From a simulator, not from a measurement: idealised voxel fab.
Herein follows the process module entitled voxel released beams.
Displayed cross-section: cut, width of 220 nm, square cells sized 5 nm.
If you're reading a cross-section in this doc, picture square cells in a grid; it comes to you as bands, top ones listed first down to the bottom, and a band can be one or more rows of cells. Top height, bottom height, nm. Materials left to right, width each, nm. Single material + "full width" = fills band edge to edge. "air" = empty. Heights are reckoned from 0. Under this level, the received wafer is all of one material. The bottommost band is open-ended downward, for example "top 0, no bottom". You'd read "30->40" like this: the band's top row of cells is as wide as the first number, its bottom row is as wide as the second, and going down, every row changes width by the same amount as the row before did. No cell of the cross-section changed in a step that is given as "no change occurred". Listed in "Cavities, closed": every empty space of 8 or more cells without an open way to the top. Form: width x height at distance, the distance being from the left edge, all in nm. It should be noted that, on the line of a given step, the content following the step's settings is a remark produced by the simulator itself with respect to that step. overlay nm: right-of-plan distance of the mask on a masked step; negative values mean left-of-plan.

Intended process steps
- 1: RECEIVE,material Si
- 2: CONFORMAL_DEP,material Al2O3,thk nm 10
- 3: DIRECTIONAL_DEP,material SiO2,thk nm 10
- 4: PATTERN,tone open,mask id ANCHOR,material resist,width nm 35,thk nm 15,overlay nm 0
- 5: DIRECTIONAL_ETCH,etch materials SiO2,depth nm 10
- 6: STRIP,etch materials resist
- 7: CONFORMAL_DEP,material polySi,thk nm 15
- 8: DIRECTIONAL_DEP,material aC,thk nm 15
- 9: PATTERN,tone cover,mask id BEAM,material resist,width nm 85,thk nm 30,overlay nm 0
- 10: DIRECTIONAL_ETCH,etch materials aC,depth nm 15
- 11: STRIP,etch materials resist
- 12: DIRECTIONAL_ETCH,etch materials polySi,depth nm 15
- 13: STRIP,etch materials aC
- 14: STRIP,etch materials SiO2

First of two wafers: run as planned

The cross-section here shows the wafer as received, i.e. in its state after step 1
  top 0, no bottom | Si full width
  Cavities, closed: none

Take a look at the wafer's cross-section after step 2
  top 10, bottom 0 | Al2O3 full width
  No changes below 0.

Take a look at the wafer's cross-section after step 3
  top 20, bottom 10 | SiO2 full width
  No changes below 10.

Take a look at the wafer's cross-section after step 4
  top 35, bottom 20 | resist 70 nm, air 35 nm, resist 115 nm
  No changes below 20.

Take a look at the wafer's cross-section after step 5
  top 35, bottom 20 | resist 70 nm, air 35 nm, resist 115 nm
  top 20, bottom 10 | SiO2 70 nm, air 35 nm, SiO2 115 nm
  No changes below 10.

Take a look at the wafer's cross-section after step 6
  top 20, bottom 10 | SiO2 70 nm, air 35 nm, SiO2 115 nm
  No changes below 10.

Take a look at the wafer's cross-section after step 7
  top 35, bottom 25 | polySi 85 nm, air 5 nm, polySi 130 nm
  top 25, bottom 20 | polySi full width
  top 20, bottom 10 | SiO2 70 nm, polySi 35 nm, SiO2 115 nm
  No changes below 10.

Take a look at the wafer's cross-section after step 8
  top 50, bottom 40 | aC 85 nm, air 5 nm, aC 130 nm
  top 40, bottom 35 | aC full width
  top 35, bottom 25 | polySi 85 nm, aC 5 nm, polySi 130 nm
  No changes below 25.

Take a look at the wafer's cross-section after step 9
  top 80, bottom 50 | air 65 nm, resist 85 nm, air 70 nm
  top 50, bottom 40 | aC 85 nm, resist 5 nm, aC 130 nm
  No changes below 40.

Take a look at the wafer's cross-section after step 10
  top 65, bottom 50 | air 65 nm, resist 85 nm, air 70 nm
  top 50, bottom 40 | air 65 nm, aC 20 nm, resist 5 nm, aC 60 nm, air 70 nm
  top 40, bottom 35 | air 65 nm, aC 85 nm, air 70 nm
  No changes below 35.

Take a look at the wafer's cross-section after step 11
  top 50, bottom 40 | air 65 nm, aC 20 nm, air 5 nm, aC 60 nm, air 70 nm
  No changes below 40.

Take a look at the wafer's cross-section after step 12
  top 50, bottom 40 | air 65 nm, aC 20 nm, air 5 nm, aC 60 nm, air 70 nm
  top 40, bottom 35 | air 65 nm, aC 85 nm, air 70 nm
  top 35, bottom 25 | air 65 nm, polySi 20 nm, aC 5 nm, polySi 60 nm, air 70 nm
  top 25, bottom 20 | air 65 nm, polySi 85 nm, air 70 nm
  No changes below 20.

Take a look at the wafer's cross-section after step 13
  top 35, bottom 25 | air 65 nm, polySi 20 nm, air 5 nm, polySi 60 nm, air 70 nm
  No changes below 25.

Take a look at the wafer's cross-section after step 14
  top 35, bottom 25 | air 65 nm, polySi 20 nm, air 5 nm, polySi 60 nm, air 70 nm
  top 25, bottom 20 | air 65 nm, polySi 85 nm, air 70 nm
  top 20, bottom 10 | air 70 nm, polySi 35 nm, air 115 nm
  No changes below 10.

For the second wafer, take the first wafer's start and plan, then add one mistake made in running it; everything through step 3, that step included, is shared with the first

Cross-section of the second wafer corresponding to the planned conclusion of step 4
  top 35, bottom 20 | resist 80 nm, air 35 nm, resist 105 nm
  No changes below 20.

Cross-section of the second wafer corresponding to the planned conclusion of step 5
  top 35, bottom 20 | resist 80 nm, air 35 nm, resist 105 nm
  top 20, bottom 10 | SiO2 80 nm, air 35 nm, SiO2 105 nm
  No changes below 10.

Cross-section of the second wafer corresponding to the planned conclusion of step 6
  top 20, bottom 10 | SiO2 80 nm, air 35 nm, SiO2 105 nm
  No changes below 10.

Cross-section of the second wafer corresponding to the planned conclusion of step 7
  top 35, bottom 25 | polySi 95 nm, air 5 nm, polySi 120 nm
  top 25, bottom 20 | polySi full width
  top 20, bottom 10 | SiO2 80 nm, polySi 35 nm, SiO2 105 nm
  No changes below 10.

Cross-section of the second wafer corresponding to the planned conclusion of step 8
  top 50, bottom 40 | aC 95 nm, air 5 nm, aC 120 nm
  top 40, bottom 35 | aC full width
  top 35, bottom 25 | polySi 95 nm, aC 5 nm, polySi 120 nm
  No changes below 25.

Cross-section of the second wafer corresponding to the planned conclusion of step 9
  top 80, bottom 50 | air 65 nm, resist 85 nm, air 70 nm
  top 50, bottom 40 | aC 95 nm, resist 5 nm, aC 120 nm
  No changes below 40.

Cross-section of the second wafer corresponding to the planned conclusion of step 10
  top 65, bottom 50 | air 65 nm, resist 85 nm, air 70 nm
  top 50, bottom 40 | air 65 nm, aC 30 nm, resist 5 nm, aC 50 nm, air 70 nm
  top 40, bottom 35 | air 65 nm, aC 85 nm, air 70 nm
  No changes below 35.

Cross-section of the second wafer corresponding to the planned conclusion of step 11
  top 50, bottom 40 | air 65 nm, aC 30 nm, air 5 nm, aC 50 nm, air 70 nm
  No changes below 40.

Cross-section of the second wafer corresponding to the planned conclusion of step 12
  top 50, bottom 40 | air 65 nm, aC 30 nm, air 5 nm, aC 50 nm, air 70 nm
  top 40, bottom 35 | air 65 nm, aC 85 nm, air 70 nm
  top 35, bottom 25 | air 65 nm, polySi 30 nm, aC 5 nm, polySi 50 nm, air 70 nm
  top 25, bottom 20 | air 65 nm, polySi 85 nm, air 70 nm
  No changes below 20.

Cross-section of the second wafer corresponding to the planned conclusion of step 13
  top 35, bottom 25 | air 65 nm, polySi 30 nm, air 5 nm, polySi 50 nm, air 70 nm
  No changes below 25.

Cross-section of the second wafer corresponding to the planned conclusion of step 14
  top 35, bottom 25 | air 65 nm, polySi 30 nm, air 5 nm, polySi 50 nm, air 70 nm
  top 25, bottom 20 | air 65 nm, polySi 85 nm, air 70 nm
  top 20, bottom 10 | air 80 nm, polySi 35 nm, air 105 nm
  No changes below 10.
Where did the run depart from the plan? rather than as planned, step 4 actually ran as PATTERN,tone open,mask id ANCHOR,material resist,width nm 35,thk nm 15,overlay nm 10
By the end, you'd get the same cell count for each material on either wafer, but the second wafer puts them somewhere else.
